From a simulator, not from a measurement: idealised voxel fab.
Process module heading - voxel capacitor over wiring
Xsec cut, 140 nm wide, square cell size 5 nm.
Heads up, the way a cross-section reads in here is a grid of square cells, handed over as bands from the top down, with every band being one or more rows of cells. The entry gives the band's vertical extent as a top height and a bottom height in nm, then its horizontal make-up as materials from left to right, each with a width in nm. "blank" stands for empty space; a single material marked "throughout" fills the band edge to edge. Note: height 0 marks the level under which the wafer is uniformly one material as received. Lowest band unbounded below, written "0 and below". A two-number width, for instance "30 to 40", indicates that the width is equal to the first number in the top row of the band and to the second number in the bottom row, and that it changes by a constant amount per row of cells. "no change", as given for a step, is the statement that not any cell of the cross-section underwent a change during that step. Voids not open to the top, 8 cells minimum: see "Sealed internal cavities". Written width x height at distance; distance is from the left edge; nm. Post-settings text on a step line: simulator's own remark regarding the step. overlay nm: where the mask lay relative to plan, measured to the right, on steps with a mask; negatives go left.

**plan**
1. RECEIVE (material Si)
2. CONFORMAL_DEP (material SiO2; thk nm 10)
3. DIRECTIONAL_DEP (material TiN; thk nm 5)
4. DIRECTIONAL_DEP (material Ru; thk nm 25)
5. MASKED_ETCH (tone cover; mask id METAL_1; width nm 25; pitch nm 80; etch materials Ru; depth nm 25; overlay nm 0)
6. MASKED_ETCH (tone cover; mask id METAL_1; width nm 25; pitch nm 80; etch materials TiN; depth nm 5; overlay nm 0)
7. CONFORMAL_DEP (material SiN; thk nm 5)
8. FILL_DEP (material SiO2; thk nm 5)
9. CMP (height nm 40)
10. CONFORMAL_DEP (material SiCN; thk nm 5)
11. DIRECTIONAL_DEP (material lowk; thk nm 15)
12. DIRECTIONAL_DEP (material aC; thk nm 10)
13. PATTERN (tone open; mask id PLUG_1; material resist; width nm 15; thk nm 25; overlay nm 0)
14. DIRECTIONAL_ETCH (etch materials aC; depth nm 10)
15. STRIP (etch materials resist)
16. DIRECTIONAL_ETCH (etch materials lowk; depth nm 15)
17. DIRECTIONAL_ETCH (etch materials SiCN; depth nm 5)
18. STRIP (etch materials aC)
19. CONFORMAL_DEP (material TiN; thk nm 5)
20. FILL_DEP (material Ru; thk nm 5)
21. CMP (height nm 60)
22. DIRECTIONAL_DEP (material TiN; thk nm 5)
23. DIRECTIONAL_DEP (material Al2O3; thk nm 5)
24. DIRECTIONAL_DEP (material TiN; thk nm 10)
25. MASKED_ETCH (tone cover; mask id UPPER_PLATE; width nm 60; etch materials TiN; depth nm 10; overlay nm 0)
26. MASKED_ETCH (tone cover; mask id UPPER_PLATE; width nm 60; etch materials Al2O3; depth nm 5; overlay nm 0)
27. DIRECTIONAL_DEP (material aC; thk nm 10)
28. PATTERN (tone cover; mask id LOWER_PLATE; material resist; width nm 70; thk nm 30; overlay nm 0)
29. DIRECTIONAL_ETCH (etch materials aC; depth nm 10)
30. STRIP (etch materials resist)
31. DIRECTIONAL_ETCH (etch materials TiN; depth nm 5)
32. STRIP (etch materials aC)
33. FILL_DEP (material SiO2; thk nm 20)
34. CMP (height nm 95)
35. PATTERN (tone open; mask id PLUG_2; material resist; width nm 15; thk nm 15; overlay nm 0)
36. DIRECTIONAL_ETCH (etch materials SiO2; depth nm 15)
37. STRIP (etch materials resist)
38. CONFORMAL_DEP (material TiN; thk nm 5)
39. FILL_DEP (material Ru; thk nm 5)
40. CMP (height nm 95)
41. CONFORMAL_DEP (material SiN; thk nm 5)

**First wafer out of two, processed as planned**

**Incoming wafer, cross-sectional view, post step 1**
  0 and below  Si throughout
  Sealed internal cavities: none

**After step 2, in cross-section**
  10 down to 0  SiO2 throughout
  Unchanged below 0.

**After step 3, in cross-section**
  15 down to 10  TiN throughout
  Unchanged below 10.

**After step 4, in cross-section**
  40 down to 15  Ru throughout
  Unchanged below 15.

**After step 5, in cross-section**
  40 down to 15  15 blank, then 25 Ru, then 55 blank, then 25 Ru, then 20 blank
  Unchanged below 15.

**After step 6, in cross-section**
  40 down to 15  15 blank, then 25 Ru, then 55 blank, then 25 Ru, then 20 blank
  15 down to 10  15 blank, then 25 TiN, then 55 blank, then 25 TiN, then 20 blank
  Unchanged below 10.

**After step 7, in cross-section**
  45 down to 40  10 blank, then 35 SiN, then 45 blank, then 35 SiN, then 15 blank
  40 down to 15  10 blank, then 5 SiN, then 25 Ru, then 5 SiN, then 45 blank, then 5 SiN, then 25 Ru, then 5 SiN, then 15 blank
  15 down to 10  15 SiN, then 25 TiN, then 55 SiN, then 25 TiN, then 20 SiN
  Unchanged below 10.

**After step 8, in cross-section**
  50 down to 45  SiO2 throughout
  45 down to 40  10 SiO2, then 35 SiN, then 45 SiO2, then 35 SiN, then 15 SiO2
  40 down to 15  10 SiO2, then 5 SiN, then 25 Ru, then 5 SiN, then 45 SiO2, then 5 SiN, then 25 Ru, then 5 SiN, then 15 SiO2
  Unchanged below 15.

**After step 9, in cross-section**
  40 down to 15  10 SiO2, then 5 SiN, then 25 Ru, then 5 SiN, then 45 SiO2, then 5 SiN, then 25 Ru, then 5 SiN, then 15 SiO2
  Unchanged below 15.

**After step 10, in cross-section**
  45 down to 40  SiCN throughout
  Unchanged below 40.

**After step 11, in cross-section**
  60 down to 45  lowk throughout
  Unchanged below 45.

**After step 12, in cross-section**
  70 down to 60  aC throughout
  Unchanged below 60.

**After step 13, in cross-section**
  95 down to 70  25 resist, then 15 blank, then 100 resist
  Unchanged below 70.

**After step 14, in cross-section**
  85 down to 70  25 resist, then 15 blank, then 100 resist
  70 down to 60  25 aC, then 15 blank, then 100 aC
  Unchanged below 60.

**After step 15, in cross-section**
  70 down to 60  25 aC, then 15 blank, then 100 aC
  Unchanged below 60.

**After step 16, in cross-section**
  70 down to 60  25 aC, then 15 blank, then 100 aC
  60 down to 45  25 lowk, then 15 blank, then 100 lowk
  Unchanged below 45.

**After step 17, in cross-section**
  70 down to 60  25 aC, then 15 blank, then 100 aC
  60 down to 45  25 lowk, then 15 blank, then 100 lowk
  45 down to 40  25 SiCN, then 15 blank, then 100 SiCN
  Unchanged below 40.

**After step 18, in cross-section**
  60 down to 45  25 lowk, then 15 blank, then 100 lowk
  Unchanged below 45.

**After step 19, in cross-section**
  65 down to 60  30 TiN, then 5 blank, then 105 TiN
  60 down to 45  25 lowk, then 5 TiN, then 5 blank, then 5 TiN, then 100 lowk
  45 down to 40  25 SiCN, then 15 TiN, then 100 SiCN
  Unchanged below 40.

**After step 20, in cross-section**
  70 down to 65  Ru throughout
  65 down to 60  30 TiN, then 5 Ru, then 105 TiN
  60 down to 45  25 lowk, then 5 TiN, then 5 Ru, then 5 TiN, then 100 lowk
  Unchanged below 45.

**After step 21, in cross-section**
  60 down to 45  25 lowk, then 5 TiN, then 5 Ru, then 5 TiN, then 100 lowk
  Unchanged below 45.

**After step 22, in cross-section**
  65 down to 60  TiN throughout
  Unchanged below 60.

**After step 23, in cross-section**
  70 down to 65  Al2O3 throughout
  Unchanged below 65.

**After step 24, in cross-section**
  80 down to 70  TiN throughout
  Unchanged below 70.

**After step 25, in cross-section**
  80 down to 70  25 blank, then 60 TiN, then 55 blank
  Unchanged below 70.

**After step 26, in cross-section**
  80 down to 70  25 blank, then 60 TiN, then 55 blank
  70 down to 65  25 blank, then 60 Al2O3, then 55 blank
  Unchanged below 65.

**After step 27, in cross-section**
  90 down to 80  25 blank, then 60 aC, then 55 blank
  80 down to 75  25 blank, then 60 TiN, then 55 blank
  75 down to 70  25 aC, then 60 TiN, then 55 aC
  70 down to 65  25 aC, then 60 Al2O3, then 55 aC
  Unchanged below 65.

**After step 28, in cross-section**
  120 down to 90  20 blank, then 70 resist, then 50 blank
  90 down to 80  20 blank, then 5 resist, then 60 aC, then 5 resist, then 50 blank
  80 down to 75  20 blank, then 5 resist, then 60 TiN, then 5 resist, then 50 blank
  Unchanged below 75.

**After step 29, in cross-section**
  110 down to 90  20 blank, then 70 resist, then 50 blank
  90 down to 80  20 blank, then 5 resist, then 60 aC, then 5 resist, then 50 blank
  80 down to 75  20 blank, then 5 resist, then 60 TiN, then 5 resist, then 50 blank
  75 down to 70  20 blank, then 5 aC, then 60 TiN, then 5 aC, then 50 blank
  70 down to 65  20 blank, then 5 aC, then 60 Al2O3, then 5 aC, then 50 blank
  Unchanged below 65.

**After step 30, in cross-section**
  90 down to 80  25 blank, then 60 aC, then 55 blank
  80 down to 75  25 blank, then 60 TiN, then 55 blank
  Unchanged below 75.

**After step 31, in cross-section**
  90 down to 80  25 blank, then 60 aC, then 55 blank
  80 down to 75  25 blank, then 60 TiN, then 55 blank
  75 down to 70  20 blank, then 5 aC, then 60 TiN, then 5 aC, then 50 blank
  70 down to 65  20 blank, then 5 aC, then 60 Al2O3, then 5 aC, then 50 blank
  65 down to 60  20 blank, then 70 TiN, then 50 blank
  Unchanged below 60.

**After step 32, in cross-section**
  80 down to 70  25 blank, then 60 TiN, then 55 blank
  70 down to 65  25 blank, then 60 Al2O3, then 55 blank
  Unchanged below 65.

**After step 33, in cross-section**
  100 down to 80  SiO2 throughout
  80 down to 70  25 SiO2, then 60 TiN, then 55 SiO2
  70 down to 65  25 SiO2, then 60 Al2O3, then 55 SiO2
  65 down to 60  20 SiO2, then 70 TiN, then 50 SiO2
  Unchanged below 60.

**After step 34, in cross-section**
  95 down to 80  SiO2 throughout
  Unchanged below 80.

**After step 35, in cross-section**
  110 down to 95  35 resist, then 15 blank, then 90 resist
  Unchanged below 95.

**After step 36, in cross-section**
  110 down to 95  35 resist, then 15 blank, then 90 resist
  95 down to 80  35 SiO2, then 15 blank, then 90 SiO2
  Unchanged below 80.

**After step 37, in cross-section**
  95 down to 80  35 SiO2, then 15 blank, then 90 SiO2
  Unchanged below 80.

**After step 38, in cross-section**
  100 down to 95  40 TiN, then 5 blank, then 95 TiN
  95 down to 85  35 SiO2, then 5 TiN, then 5 blank, then 5 TiN, then 90 SiO2
  85 down to 80  35 SiO2, then 15 TiN, then 90 SiO2
  Unchanged below 80.

**After step 39, in cross-section**
  105 down to 100  Ru throughout
  100 down to 95  40 TiN, then 5 Ru, then 95 TiN
  95 down to 85  35 SiO2, then 5 TiN, then 5 Ru, then 5 TiN, then 90 SiO2
  Unchanged below 85.

**After step 40, in cross-section**
  95 down to 85  35 SiO2, then 5 TiN, then 5 Ru, then 5 TiN, then 90 SiO2
  Unchanged below 85.

**After step 41, in cross-section**
  100 down to 95  SiN throughout
  Unchanged below 95.

**What follows concerns the second wafer, which started out like the first and was meant to follow the very same plan; one mistake crept in when it was run, but everything up to and including step 27 is the same as for the first wafer**

**Planned end of step 28: second wafer, cross-section**
  120 down to 90  25 blank, then 60 resist, then 55 blank
  Unchanged below 90.

**Planned end of step 29: second wafer, cross-section**
  110 down to 90  25 blank, then 60 resist, then 55 blank
  90 down to 80  25 blank, then 60 aC, then 55 blank
  80 down to 70  25 blank, then 60 TiN, then 55 blank
  70 down to 65  25 blank, then 60 Al2O3, then 55 blank
  Unchanged below 65.

**Planned end of step 30: second wafer, cross-section**
  90 down to 80  25 blank, then 60 aC, then 55 blank
  Unchanged below 80.

**Planned end of step 31: second wafer, cross-section**
  90 down to 80  25 blank, then 60 aC, then 55 blank
  80 down to 70  25 blank, then 60 TiN, then 55 blank
  70 down to 65  25 blank, then 60 Al2O3, then 55 blank
  65 down to 60  25 blank, then 60 TiN, then 55 blank
  Unchanged below 60.

**Planned end of step 32: second wafer, cross-section**
  80 down to 70  25 blank, then 60 TiN, then 55 blank
  Unchanged below 70.

**Planned end of step 33: second wafer, cross-section**
  100 down to 80  SiO2 throughout
  80 down to 70  25 SiO2, then 60 TiN, then 55 SiO2
  70 down to 65  25 SiO2, then 60 Al2O3, then 55 SiO2
  65 down to 60  25 SiO2, then 60 TiN, then 55 SiO2
  Unchanged below 60.

**Planned end of step 34: second wafer, cross-section**
  95 down to 80  SiO2 throughout
  Unchanged below 80.

**Planned end of step 35: second wafer, cross-section**
  110 down to 95  35 resist, then 15 blank, then 90 resist
  Unchanged below 95.

**Planned end of step 36: second wafer, cross-section**
  110 down to 95  35 resist, then 15 blank, then 90 resist
  95 down to 80  35 SiO2, then 15 blank, then 90 SiO2
  Unchanged below 80.

**Planned end of step 37: second wafer, cross-section**
  95 down to 80  35 SiO2, then 15 blank, then 90 SiO2
  Unchanged below 80.

**Planned end of step 38: second wafer, cross-section**
  100 down to 95  40 TiN, then 5 blank, then 95 TiN
  95 down to 85  35 SiO2, then 5 TiN, then 5 blank, then 5 TiN, then 90 SiO2
  85 down to 80  35 SiO2, then 15 TiN, then 90 SiO2
  Unchanged below 80.

**Planned end of step 39: second wafer, cross-section**
  105 down to 100  Ru throughout
  100 down to 95  40 TiN, then 5 Ru, then 95 TiN
  95 down to 85  35 SiO2, then 5 TiN, then 5 Ru, then 5 TiN, then 90 SiO2
  Unchanged below 85.

**Planned end of step 40: second wafer, cross-section**
  95 down to 85  35 SiO2, then 5 TiN, then 5 Ru, then 5 TiN, then 90 SiO2
  Unchanged below 85.

**Planned end of step 41: second wafer, cross-section**
  100 down to 95  SiN throughout
  Unchanged below 95.
Want to know what went wrong? step 28 did not happen as planned, as run it was PATTERN (tone cover; mask id LOWER_PLATE; material resist; width nm 60; thk nm 30; overlay nm 0)
Count the cells at the end and the second wafer has more or fewer of some materials than the first: 2 more of SiO2 | 2 fewer of TiN
